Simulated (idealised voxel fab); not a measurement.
Title: Process Module voxel wiring stack
The cross-section on display is named cut; it measures 220 nm wide, and its cells are 5 nm squares.
Cross-section spec: square-cell grid; bands listed top down; each band is one or more rows. Per band: top height and bottom height in nm, followed by the left-to-right materials and their widths in nm; "everywhere" marks a single material spanning edge to edge, "blank" marks empty space. Beneath 0, the wafer as received is one material, and that level is where height counting begins. The lowest band goes on downward without a bottom; it is written like "0 -> down". Width "30 to 40": first value at the band's top row of cells, second value at its bottom row, equal change from row to row. Reading "nothing got changed" for a step: not a cell of the cross-section changed in it. Voids not open to the top, 8 cells minimum: see "Voids, sealed". Written width x height at distance; distance is from the left edge; nm. after a step's settings: what the simulator itself notes on the step. "overlay nm" answers the question of how far to the right of plan the mask lay on a step that has a mask, and when it is negative the answer is to the left.
**plan**
1: RECEIVE (material Si)
2: CONFORMAL_DEP (material SiO2; thk nm 15)
3: CONFORMAL_DEP (material SiN; thk nm 5)
4: DIRECTIONAL_DEP (material SiO2; thk nm 15)
5: DIRECTIONAL_DEP (material aC; thk nm 15)
6: PATTERN (tone open; mask id METAL_1; material resist; width nm 30; pitch nm 45; thk nm 30; overlay nm 0)
7: DIRECTIONAL_ETCH (etch materials aC; depth nm 15)
8: STRIP (etch materials resist)
9: DIRECTIONAL_ETCH (etch materials SiO2; depth nm 15)
10: DIRECTIONAL_ETCH (etch materials SiN; depth nm 5)
11: STRIP (etch materials aC)
12: CONFORMAL_DEP (material TiN; thk nm 5)
13: FILL_DEP (material Cu; thk nm 5)
14: CMP (height nm 35)
15: EPI (material Ru; thk nm 5)
16: FILL_DEP (material SiCN; thk nm 5)
17: DIRECTIONAL_DEP (material SiO2; thk nm 30)
18: DIRECTIONAL_DEP (material aC; thk nm 10)
19: PATTERN (tone open; mask id METAL_2; material resist; width nm 30; pitch nm 45; thk nm 25; overlay nm 0)
20: DIRECTIONAL_ETCH (etch materials aC; depth nm 10)
21: STRIP (etch materials resist)
22: DIRECTIONAL_ETCH (etch materials SiO2; depth nm 20)
23: STRIP (etch materials aC)
24: DIRECTIONAL_DEP (material aC; thk nm 10)
25: PATTERN (tone open; mask id METAL_2_HOLES; material resist; width nm 15; pitch nm 45; thk nm 30; overlay nm 0)
26: DIRECTIONAL_ETCH (etch materials aC; depth nm 10)
27: STRIP (etch materials resist)
28: DIRECTIONAL_ETCH (etch materials SiO2; depth nm 10)
29: DIRECTIONAL_ETCH (etch materials SiCN; depth nm 5)
30: STRIP (etch materials aC)
31: CONFORMAL_DEP (material TiN; thk nm 5)
32: FILL_DEP (material Cu; thk nm 5)
33: CMP (height nm 75)
34: CONFORMAL_DEP (material SiCN; thk nm 5)
35: DIRECTIONAL_DEP (material lowk; thk nm 30)
36: DIRECTIONAL_DEP (material aC; thk nm 10)
37: PATTERN (tone open; mask id METAL_3_HOLES; material resist; width nm 15; pitch nm 90; thk nm 25; overlay nm 0)
38: DIRECTIONAL_ETCH (etch materials aC; depth nm 10)
39: STRIP (etch materials resist)
40: DIRECTIONAL_ETCH (etch materials lowk; depth nm 30)
41: STRIP (etch materials aC)
42: PATTERN (tone open; mask id METAL_3; material resist; width nm 30; pitch nm 45; thk nm 20; overlay nm 0)
43: DIRECTIONAL_ETCH (etch materials lowk; depth nm 20)
44: DIRECTIONAL_ETCH (etch materials SiCN; depth nm 5)
45: STRIP (etch materials resist)
46: CONFORMAL_DEP (material TiN; thk nm 5)
47: FILL_DEP (material Ru; thk nm 5)
48: CMP (height nm 110)
49: CONFORMAL_DEP (material SiCN; thk nm 5)
50: DIRECTIONAL_DEP (material lowk; thk nm 15)
51: DIRECTIONAL_DEP (material aC; thk nm 15)
52: PATTERN (tone open; mask id PLUG_3; material resist; width nm 15; pitch nm 45; thk nm 30; overlay nm 0)
53: DIRECTIONAL_ETCH (etch materials aC; depth nm 15)
54: STRIP (etch materials resist)
55: DIRECTIONAL_ETCH (etch materials lowk; depth nm 15)
56: DIRECTIONAL_ETCH (etch materials SiCN; depth nm 5)
57: STRIP (etch materials aC)
58: CONFORMAL_DEP (material TiN; thk nm 5)
59: FILL_DEP (material W; thk nm 5)
60: CMP (height nm 130)
61: DIRECTIONAL_DEP (material TiN; thk nm 5)
62: DIRECTIONAL_DEP (material W; thk nm 25)
63: PATTERN (tone cover; mask id METAL_4; material resist; width nm 30; pitch nm 45; thk nm 15; overlay nm 0)
64: DIRECTIONAL_ETCH (etch materials W; depth nm 25)
65: DIRECTIONAL_ETCH (etch materials TiN; depth nm 5)
66: STRIP (etch materials resist)
67: FILL_DEP (material SiO2; thk nm 10)
68: CMP (height nm 160)
69: CONFORMAL_DEP (material SiN; thk nm 5)
**The first of two wafers, run as planned**
**Step 1 complete: cross-section of the wafer as received**
0 -> down  Si everywhere
Voids, sealed: none
**Upon completion of step 2, the wafer appears in cross-section as shown**
15 -> 0  SiO2 everywhere
Below 0, no change.
**Upon completion of step 3, the wafer appears in cross-section as shown**
20 -> 15  SiN everywhere
Below 15, no change.
**Upon completion of step 4, the wafer appears in cross-section as shown**
35 -> 20  SiO2 everywhere
Below 20, no change.
**Upon completion of step 5, the wafer appears in cross-section as shown**
50 -> 35  aC everywhere
Below 35, no change.
**Upon completion of step 6, the wafer appears in cross-section as shown**
80 -> 50  resist 25, blank 30, resist 15, blank 30, resist 15, blank 30, resist 15, blank 30, resist 30
Below 50, no change.
**Upon completion of step 7, the wafer appears in cross-section as shown**
65 -> 50  resist 25, blank 30, resist 15, blank 30, resist 15, blank 30, resist 15, blank 30, resist 30
50 -> 35  aC 25, blank 30, aC 15, blank 30, aC 15, blank 30, aC 15, blank 30, aC 30
Below 35, no change.
**Upon completion of step 8, the wafer appears in cross-section as shown**
50 -> 35  aC 25, blank 30, aC 15, blank 30, aC 15, blank 30, aC 15, blank 30, aC 30
Below 35, no change.
**Upon completion of step 9, the wafer appears in cross-section as shown**
50 -> 35  aC 25, blank 30, aC 15, blank 30, aC 15, blank 30, aC 15, blank 30, aC 30
35 -> 20  SiO2 25, blank 30, SiO2 15, blank 30, SiO2 15, blank 30, SiO2 15, blank 30, SiO2 30
Below 20, no change.
**Upon completion of step 10, the wafer appears in cross-section as shown**
50 -> 35  aC 25, blank 30, aC 15, blank 30, aC 15, blank 30, aC 15, blank 30, aC 30
35 -> 20  SiO2 25, blank 30, SiO2 15, blank 30, SiO2 15, blank 30, SiO2 15, blank 30, SiO2 30
20 -> 15  SiN 25, blank 30, SiN 15, blank 30, SiN 15, blank 30, SiN 15, blank 30, SiN 30
Below 15, no change.
**Upon completion of step 11, the wafer appears in cross-section as shown**
35 -> 20  SiO2 25, blank 30, SiO2 15, blank 30, SiO2 15, blank 30, SiO2 15, blank 30, SiO2 30
Below 20, no change.
**Upon completion of step 12, the wafer appears in cross-section as shown**
40 -> 35  TiN 30, blank 20, TiN 25, blank 20, TiN 25, blank 20, TiN 25, blank 20, TiN 35
35 -> 20  SiO2 25, TiN 5, blank 20, TiN 5, SiO2 15, TiN 5, blank 20, TiN 5, SiO2 15, TiN 5, blank 20, TiN 5, SiO2 15, TiN 5, blank 20, TiN 5, SiO2 30
20 -> 15  SiN 25, TiN 30, SiN 15, TiN 30, SiN 15, TiN 30, SiN 15, TiN 30, SiN 30
Below 15, no change.
**Upon completion of step 13, the wafer appears in cross-section as shown**
45 -> 40  Cu everywhere
40 -> 35  TiN 30, Cu 20, TiN 25, Cu 20, TiN 25, Cu 20, TiN 25, Cu 20, TiN 35
35 -> 20  SiO2 25, TiN 5, Cu 20, TiN 5, SiO2 15, TiN 5, Cu 20, TiN 5, SiO2 15, TiN 5, Cu 20, TiN 5, SiO2 15, TiN 5, Cu 20, TiN 5, SiO2 30
Below 20, no change.
**Upon completion of step 14, the wafer appears in cross-section as shown**
35 -> 20  SiO2 25, TiN 5, Cu 20, TiN 5, SiO2 15, TiN 5, Cu 20, TiN 5, SiO2 15, TiN 5, Cu 20, TiN 5, SiO2 15, TiN 5, Cu 20, TiN 5, SiO2 30
Below 20, no change.
**Upon completion of step 15, the wafer appears in cross-section as shown**
40 -> 35  blank 20, Ru 40, blank 5, Ru 40, blank 5, Ru 40, blank 5, Ru 40, blank 25
Below 35, no change.
**Upon completion of step 16, the wafer appears in cross-section as shown**
45 -> 40  SiCN everywhere
40 -> 35  SiCN 20, Ru 40, SiCN 5, Ru 40, SiCN 5, Ru 40, SiCN 5, Ru 40, SiCN 25
Below 35, no change.
**Upon completion of step 17, the wafer appears in cross-section as shown**
75 -> 45  SiO2 everywhere
Below 45, no change.
**Upon completion of step 18, the wafer appears in cross-section as shown**
85 -> 75  aC everywhere
Below 75, no change.
**Upon completion of step 19, the wafer appears in cross-section as shown**
110 -> 85  resist 25, blank 30, resist 15, blank 30, resist 15, blank 30, resist 15, blank 30, resist 30
Below 85, no change.
**Upon completion of step 20, the wafer appears in cross-section as shown**
100 -> 85  resist 25, blank 30, resist 15, blank 30, resist 15, blank 30, resist 15, blank 30, resist 30
85 -> 75  aC 25, blank 30, aC 15, blank 30, aC 15, blank 30, aC 15, blank 30, aC 30
Below 75, no change.
**Upon completion of step 21, the wafer appears in cross-section as shown**
85 -> 75  aC 25, blank 30, aC 15, blank 30, aC 15, blank 30, aC 15, blank 30, aC 30
Below 75, no change.
**Upon completion of step 22, the wafer appears in cross-section as shown**
85 -> 75  aC 25, blank 30, aC 15, blank 30, aC 15, blank 30, aC 15, blank 30, aC 30
75 -> 55  SiO2 25, blank 30, SiO2 15, blank 30, SiO2 15, blank 30, SiO2 15, blank 30, SiO2 30
Below 55, no change.
**Upon completion of step 23, the wafer appears in cross-section as shown**
75 -> 55  SiO2 25, blank 30, SiO2 15, blank 30, SiO2 15, blank 30, SiO2 15, blank 30, SiO2 30
Below 55, no change.
**Upon completion of step 24, the wafer appears in cross-section as shown**
85 -> 75  aC 25, blank 30, aC 15, blank 30, aC 15, blank 30, aC 15, blank 30, aC 30
75 -> 65  SiO2 25, blank 30, SiO2 15, blank 30, SiO2 15, blank 30, SiO2 15, blank 30, SiO2 30
65 -> 55  SiO2 25, aC 30, SiO2 15, aC 30, SiO2 15, aC 30, SiO2 15, aC 30, SiO2 30
Below 55, no change.
**Upon completion of step 25, the wafer appears in cross-section as shown**
115 -> 85  resist 25, blank 15, resist 30, blank 15, resist 30, blank 15, resist 30, blank 15, resist 45
85 -> 75  aC 25, blank 15, resist 15, aC 15, blank 15, resist 15, aC 15, blank 15, resist 15, aC 15, blank 15, resist 15, aC 30
75 -> 65  SiO2 25, blank 15, resist 15, SiO2 15, blank 15, resist 15, SiO2 15, blank 15, resist 15, SiO2 15, blank 15, resist 15, SiO2 30
Below 65, no change.
**Upon completion of step 26, the wafer appears in cross-section as shown**
105 -> 85  resist 25, blank 15, resist 30, blank 15, resist 30, blank 15, resist 30, blank 15, resist 45
85 -> 75  aC 25, blank 15, resist 15, aC 15, blank 15, resist 15, aC 15, blank 15, resist 15, aC 15, blank 15, resist 15, aC 30
75 -> 65  SiO2 25, blank 15, resist 15, SiO2 15, blank 15, resist 15, SiO2 15, blank 15, resist 15, SiO2 15, blank 15, resist 15, SiO2 30
65 -> 55  SiO2 25, blank 15, aC 15, SiO2 15, blank 15, aC 15, SiO2 15, blank 15, aC 15, SiO2 15, blank 15, aC 15, SiO2 30
Below 55, no change.
**Upon completion of step 27, the wafer appears in cross-section as shown**
85 -> 75  aC 25, blank 30, aC 15, blank 30, aC 15, blank 30, aC 15, blank 30, aC 30
75 -> 65  SiO2 25, blank 30, SiO2 15, blank 30, SiO2 15, blank 30, SiO2 15, blank 30, SiO2 30
Below 65, no change.
**Upon completion of step 28, the wafer appears in cross-section as shown**
85 -> 75  aC 25, blank 30, aC 15, blank 30, aC 15, blank 30, aC 15, blank 30, aC 30
75 -> 65  SiO2 25, blank 30, SiO2 15, blank 30, SiO2 15, blank 30, SiO2 15, blank 30, SiO2 30
65 -> 55  SiO2 25, blank 15, aC 15, SiO2 15, blank 15, aC 15, SiO2 15, blank 15, aC 15, SiO2 15, blank 15, aC 15, SiO2 30
55 -> 45  SiO2 25, blank 15, SiO2 30, blank 15, SiO2 30, blank 15, SiO2 30, blank 15, SiO2 45
Below 45, no change.
**Upon completion of step 29, the wafer appears in cross-section as shown**
85 -> 75  aC 25, blank 30, aC 15, blank 30, aC 15, blank 30, aC 15, blank 30, aC 30
75 -> 65  SiO2 25, blank 30, SiO2 15, blank 30, SiO2 15, blank 30, SiO2 15, blank 30, SiO2 30
65 -> 55  SiO2 25, blank 15, aC 15, SiO2 15, blank 15, aC 15, SiO2 15, blank 15, aC 15, SiO2 15, blank 15, aC 15, SiO2 30
55 -> 45  SiO2 25, blank 15, SiO2 30, blank 15, SiO2 30, blank 15, SiO2 30, blank 15, SiO2 45
45 -> 40  SiCN 25, blank 15, SiCN 30, blank 15, SiCN 30, blank 15, SiCN 30, blank 15, SiCN 45
Below 40, no change.
**Upon completion of step 30, the wafer appears in cross-section as shown**
75 -> 55  SiO2 25, blank 30, SiO2 15, blank 30, SiO2 15, blank 30, SiO2 15, blank 30, SiO2 30
Below 55, no change.
**Upon completion of step 31, the wafer appears in cross-section as shown**
80 -> 75  TiN 30, blank 20, TiN 25, blank 20, TiN 25, blank 20, TiN 25, blank 20, TiN 35
75 -> 60  SiO2 25, TiN 5, blank 20, TiN 5, SiO2 15, TiN 5, blank 20, TiN 5, SiO2 15, TiN 5, blank 20, TiN 5, SiO2 15, TiN 5, blank 20, TiN 5, SiO2 30
60 -> 55  SiO2 25, TiN 5, blank 5, TiN 20, SiO2 15, TiN 5, blank 5, TiN 20, SiO2 15, TiN 5, blank 5, TiN 20, SiO2 15, TiN 5, blank 5, TiN 20, SiO2 30
55 -> 45  SiO2 25, TiN 5, blank 5, TiN 5, SiO2 30, TiN 5, blank 5, TiN 5, SiO2 30, TiN 5, blank 5, TiN 5, SiO2 30, TiN 5, blank 5, TiN 5, SiO2 45
45 -> 40  SiCN 25, TiN 15, SiCN 30, TiN 15, SiCN 30, TiN 15, SiCN 30, TiN 15, SiCN 45
Below 40, no change.
**Upon completion of step 32, the wafer appears in cross-section as shown**
85 -> 80  Cu everywhere
80 -> 75  TiN 30, Cu 20, TiN 25, Cu 20, TiN 25, Cu 20, TiN 25, Cu 20, TiN 35
75 -> 60  SiO2 25, TiN 5, Cu 20, TiN 5, SiO2 15, TiN 5, Cu 20, TiN 5, SiO2 15, TiN 5, Cu 20, TiN 5, SiO2 15, TiN 5, Cu 20, TiN 5, SiO2 30
60 -> 55  SiO2 25, TiN 5, Cu 5, TiN 20, SiO2 15, TiN 5, Cu 5, TiN 20, SiO2 15, TiN 5, Cu 5, TiN 20, SiO2 15, TiN 5, Cu 5, TiN 20, SiO2 30
55 -> 45  SiO2 25, TiN 5, Cu 5, TiN 5, SiO2 30, TiN 5, Cu 5, TiN 5, SiO2 30, TiN 5, Cu 5, TiN 5, SiO2 30, TiN 5, Cu 5, TiN 5, SiO2 45
Below 45, no change.
**Upon completion of step 33, the wafer appears in cross-section as shown**
75 -> 60  SiO2 25, TiN 5, Cu 20, TiN 5, SiO2 15, TiN 5, Cu 20, TiN 5, SiO2 15, TiN 5, Cu 20, TiN 5, SiO2 15, TiN 5, Cu 20, TiN 5, SiO2 30
Below 60, no change.
**Upon completion of step 34, the wafer appears in cross-section as shown**
80 -> 75  SiCN everywhere
Below 75, no change.
**Upon completion of step 35, the wafer appears in cross-section as shown**
110 -> 80  lowk everywhere
Below 80, no change.
**Upon completion of step 36, the wafer appears in cross-section as shown**
120 -> 110  aC everywhere
Below 110, no change.
**Upon completion of step 37, the wafer appears in cross-section as shown**
145 -> 120  resist 25, blank 15, resist 75, blank 15, resist 90
Below 120, no change.
**Upon completion of step 38, the wafer appears in cross-section as shown**
135 -> 120  resist 25, blank 15, resist 75, blank 15, resist 90
120 -> 110  aC 25, blank 15, aC 75, blank 15, aC 90
Below 110, no change.
**Upon completion of step 39, the wafer appears in cross-section as shown**
120 -> 110  aC 25, blank 15, aC 75, blank 15, aC 90
Below 110, no change.
**Upon completion of step 40, the wafer appears in cross-section as shown**
120 -> 110  aC 25, blank 15, aC 75, blank 15, aC 90
110 -> 80  lowk 25, blank 15, lowk 75, blank 15, lowk 90
Below 80, no change.
**Upon completion of step 41, the wafer appears in cross-section as shown**
110 -> 80  lowk 25, blank 15, lowk 75, blank 15, lowk 90
Below 80, no change.
**Upon completion of step 42, the wafer appears in cross-section as shown**
130 -> 110  resist 25, blank 30, resist 15, blank 30, resist 15, blank 30, resist 15, blank 30, resist 30
Below 110, no change.
**Upon completion of step 43, the wafer appears in cross-section as shown**
130 -> 110  resist 25, blank 30, resist 15, blank 30, resist 15, blank 30, resist 15, blank 30, resist 30
110 -> 90  lowk 25, blank 30, lowk 15, blank 30, lowk 15, blank 30, lowk 15, blank 30, lowk 30
Below 90, no change.
**Upon completion of step 44, the wafer appears in cross-section as shown**
130 -> 110  resist 25, blank 30, resist 15, blank 30, resist 15, blank 30, resist 15, blank 30, resist 30
110 -> 90  lowk 25, blank 30, lowk 15, blank 30, lowk 15, blank 30, lowk 15, blank 30, lowk 30
90 -> 80  lowk 25, blank 15, lowk 75, blank 15, lowk 90
80 -> 75  SiCN 25, blank 15, SiCN 75, blank 15, SiCN 90
Below 75, no change.
**Upon completion of step 45, the wafer appears in cross-section as shown**
110 -> 90  lowk 25, blank 30, lowk 15, blank 30, lowk 15, blank 30, lowk 15, blank 30, lowk 30
Below 90, no change.
**Upon completion of step 46, the wafer appears in cross-section as shown**
115 -> 110  TiN 30, blank 20, TiN 25, blank 20, TiN 25, blank 20, TiN 25, blank 20, TiN 35
110 -> 95  lowk 25, TiN 5, blank 20, TiN 5, lowk 15, TiN 5, blank 20, TiN 5, lowk 15, TiN 5, blank 20, TiN 5, lowk 15, TiN 5, blank 20, TiN 5, lowk 30
95 -> 90  lowk 25, TiN 5, blank 5, TiN 20, lowk 15, TiN 30, lowk 15, TiN 5, blank 5, TiN 20, lowk 15, TiN 30, lowk 30
90 -> 80  lowk 25, TiN 5, blank 5, TiN 5, lowk 75, TiN 5, blank 5, TiN 5, lowk 90
80 -> 75  SiCN 25, TiN 15, SiCN 75, TiN 15, SiCN 90
Below 75, no change.
**Upon completion of step 47, the wafer appears in cross-section as shown**
120 -> 115  Ru everywhere
115 -> 110  TiN 30, Ru 20, TiN 25, Ru 20, TiN 25, Ru 20, TiN 25, Ru 20, TiN 35
110 -> 95  lowk 25, TiN 5, Ru 20, TiN 5, lowk 15, TiN 5, Ru 20, TiN 5, lowk 15, TiN 5, Ru 20, TiN 5, lowk 15, TiN 5, Ru 20, TiN 5, lowk 30
95 -> 90  lowk 25, TiN 5, Ru 5, TiN 20, lowk 15, TiN 30, lowk 15, TiN 5, Ru 5, TiN 20, lowk 15, TiN 30, lowk 30
90 -> 80  lowk 25, TiN 5, Ru 5, TiN 5, lowk 75, TiN 5, Ru 5, TiN 5, lowk 90
Below 80, no change.
**Upon completion of step 48, the wafer appears in cross-section as shown**
110 -> 95  lowk 25, TiN 5, Ru 20, TiN 5, lowk 15, TiN 5, Ru 20, TiN 5, lowk 15, TiN 5, Ru 20, TiN 5, lowk 15, TiN 5, Ru 20, TiN 5, lowk 30
Below 95, no change.
**Upon completion of step 49, the wafer appears in cross-section as shown**
115 -> 110  SiCN everywhere
Below 110, no change.
**Upon completion of step 50, the wafer appears in cross-section as shown**
130 -> 115  lowk everywhere
Below 115, no change.
**Upon completion of step 51, the wafer appears in cross-section as shown**
145 -> 130  aC everywhere
Below 130, no change.
**Upon completion of step 52, the wafer appears in cross-section as shown**
175 -> 145  resist 25, blank 15, resist 30, blank 15, resist 30, blank 15, resist 30, blank 15, resist 45
Below 145, no change.
**Upon completion of step 53, the wafer appears in cross-section as shown**
160 -> 145  resist 25, blank 15, resist 30, blank 15, resist 30, blank 15, resist 30, blank 15, resist 45
145 -> 130  aC 25, blank 15, aC 30, blank 15, aC 30, blank 15, aC 30, blank 15, aC 45
Below 130, no change.
**Upon completion of step 54, the wafer appears in cross-section as shown**
145 -> 130  aC 25, blank 15, aC 30, blank 15, aC 30, blank 15, aC 30, blank 15, aC 45
Below 130, no change.
**Upon completion of step 55, the wafer appears in cross-section as shown**
145 -> 130  aC 25, blank 15, aC 30, blank 15, aC 30, blank 15, aC 30, blank 15, aC 45
130 -> 115  lowk 25, blank 15, lowk 30, blank 15, lowk 30, blank 15, lowk 30, blank 15, lowk 45
Below 115, no change.
**Upon completion of step 56, the wafer appears in cross-section as shown**
145 -> 130  aC 25, blank 15, aC 30, blank 15, aC 30, blank 15, aC 30, blank 15, aC 45
130 -> 115  lowk 25, blank 15, lowk 30, blank 15, lowk 30, blank 15, lowk 30, blank 15, lowk 45
115 -> 110  SiCN 25, blank 15, SiCN 30, blank 15, SiCN 30, blank 15, SiCN 30, blank 15, SiCN 45
Below 110, no change.
**Upon completion of step 57, the wafer appears in cross-section as shown**
130 -> 115  lowk 25, blank 15, lowk 30, blank 15, lowk 30, blank 15, lowk 30, blank 15, lowk 45
Below 115, no change.
**Upon completion of step 58, the wafer appears in cross-section as shown**
135 -> 130  TiN 30, blank 5, TiN 40, blank 5, TiN 40, blank 5, TiN 40, blank 5, TiN 50
130 -> 115  lowk 25, TiN 5, blank 5, TiN 5, lowk 30, TiN 5, blank 5, TiN 5, lowk 30, TiN 5, blank 5, TiN 5, lowk 30, TiN 5, blank 5, TiN 5, lowk 45
115 -> 110  SiCN 25, TiN 15, SiCN 30, TiN 15, SiCN 30, TiN 15, SiCN 30, TiN 15, SiCN 45
Below 110, no change.
**Upon completion of step 59, the wafer appears in cross-section as shown**
140 -> 135  W everywhere
135 -> 130  TiN 30, W 5, TiN 40, W 5, TiN 40, W 5, TiN 40, W 5, TiN 50
130 -> 115  lowk 25, TiN 5, W 5, TiN 5, lowk 30, TiN 5, W 5, TiN 5, lowk 30, TiN 5, W 5, TiN 5, lowk 30, TiN 5, W 5, TiN 5, lowk 45
Below 115, no change.
**Upon completion of step 60, the wafer appears in cross-section as shown**
130 -> 115  lowk 25, TiN 5, W 5, TiN 5, lowk 30, TiN 5, W 5, TiN 5, lowk 30, TiN 5, W 5, TiN 5, lowk 30, TiN 5, W 5, TiN 5, lowk 45
Below 115, no change.
**Upon completion of step 61, the wafer appears in cross-section as shown**
135 -> 130  TiN everywhere
Below 130, no change.
**Upon completion of step 62, the wafer appears in cross-section as shown**
160 -> 135  W everywhere
Below 135, no change.
**Upon completion of step 63, the wafer appears in cross-section as shown**
175 -> 160  blank 25, resist 30, blank 15, resist 30, blank 15, resist 30, blank 15, resist 30, blank 30
Below 160, no change.
**Upon completion of step 64, the wafer appears in cross-section as shown**
175 -> 160  blank 25, resist 30, blank 15, resist 30, blank 15, resist 30, blank 15, resist 30, blank 30
160 -> 135  blank 25, W 30, blank 15, W 30, blank 15, W 30, blank 15, W 30, blank 30
Below 135, no change.
**Upon completion of step 65, the wafer appears in cross-section as shown**
175 -> 160  blank 25, resist 30, blank 15, resist 30, blank 15, resist 30, blank 15, resist 30, blank 30
160 -> 135  blank 25, W 30, blank 15, W 30, blank 15, W 30, blank 15, W 30, blank 30
135 -> 130  blank 25, TiN 30, blank 15, TiN 30, blank 15, TiN 30, blank 15, TiN 30, blank 30
Below 130, no change.
**Upon completion of step 66, the wafer appears in cross-section as shown**
160 -> 135  blank 25, W 30, blank 15, W 30, blank 15, W 30, blank 15, W 30, blank 30
Below 135, no change.
**Upon completion of step 67, the wafer appears in cross-section as shown**
170 -> 160  SiO2 everywhere
160 -> 135  SiO2 25, W 30, SiO2 15, W 30, SiO2 15, W 30, SiO2 15, W 30, SiO2 30
135 -> 130  SiO2 25, TiN 30, SiO2 15, TiN 30, SiO2 15, TiN 30, SiO2 15, TiN 30, SiO2 30
Below 130, no change.
**Upon completion of step 68, the wafer appears in cross-section as shown**
160 -> 135  SiO2 25, W 30, SiO2 15, W 30, SiO2 15, W 30, SiO2 15, W 30, SiO2 30
Below 135, no change.
**Upon completion of step 69, the wafer appears in cross-section as shown**
165 -> 160  SiN everywhere
Below 160, no change.
**For the second wafer, take the first wafer's start and plan, then add one mistake made in running it; everything through step 59, that step included, is shared with the first**
**At the planned end of step 60, the second wafer in cross-section**
125 -> 115  lowk 25, TiN 5, W 5, TiN 5, lowk 30, TiN 5, W 5, TiN 5, lowk 30, TiN 5, W 5, TiN 5, lowk 30, TiN 5, W 5, TiN 5, lowk 45
Below 115, no change.
**At the planned end of step 61, the second wafer in cross-section**
130 -> 125  TiN everywhere
Below 125, no change.
**At the planned end of step 62, the second wafer in cross-section**
155 -> 130  W everywhere
Below 130, no change.
**At the planned end of step 63, the second wafer in cross-section**
170 -> 155  blank 25, resist 30, blank 15, resist 30, blank 15, resist 30, blank 15, resist 30, blank 30
Below 155, no change.
**At the planned end of step 64, the second wafer in cross-section**
170 -> 155  blank 25, resist 30, blank 15, resist 30, blank 15, resist 30, blank 15, resist 30, blank 30
155 -> 130  blank 25, W 30, blank 15, W 30, blank 15, W 30, blank 15, W 30, blank 30
Below 130, no change.
**At the planned end of step 65, the second wafer in cross-section**
170 -> 155  blank 25, resist 30, blank 15, resist 30, blank 15, resist 30, blank 15, resist 30, blank 30
155 -> 130  blank 25, W 30, blank 15, W 30, blank 15, W 30, blank 15, W 30, blank 30
130 -> 125  blank 25, TiN 30, blank 15, TiN 30, blank 15, TiN 30, blank 15, TiN 30, blank 30
Below 125, no change.
**At the planned end of step 66, the second wafer in cross-section**
155 -> 130  blank 25, W 30, blank 15, W 30, blank 15, W 30, blank 15, W 30, blank 30
Below 130, no change.
**At the planned end of step 67, the second wafer in cross-section**
165 -> 155  SiO2 everywhere
155 -> 130  SiO2 25, W 30, SiO2 15, W 30, SiO2 15, W 30, SiO2 15, W 30, SiO2 30
130 -> 125  SiO2 25, TiN 30, SiO2 15, TiN 30, SiO2 15, TiN 30, SiO2 15, TiN 30, SiO2 30
Below 125, no change.
**At the planned end of step 68, the second wafer in cross-section**
160 -> 155  SiO2 everywhere
Below 155, no change.
**At the planned end of step 69, the second wafer in cross-section**
165 -> 160  SiN everywhere
Below 160, no change.
Heads up, the wafer didn't run the way we planned it: not per plan at step 60, really ran CMP (height nm 125)
The closing comparison, in cells, has the second wafer with more or fewer of some materials than the first: SiO2: 44 more, TiN: 8 fewer, W: 4 fewer, lowk: 32 fewer
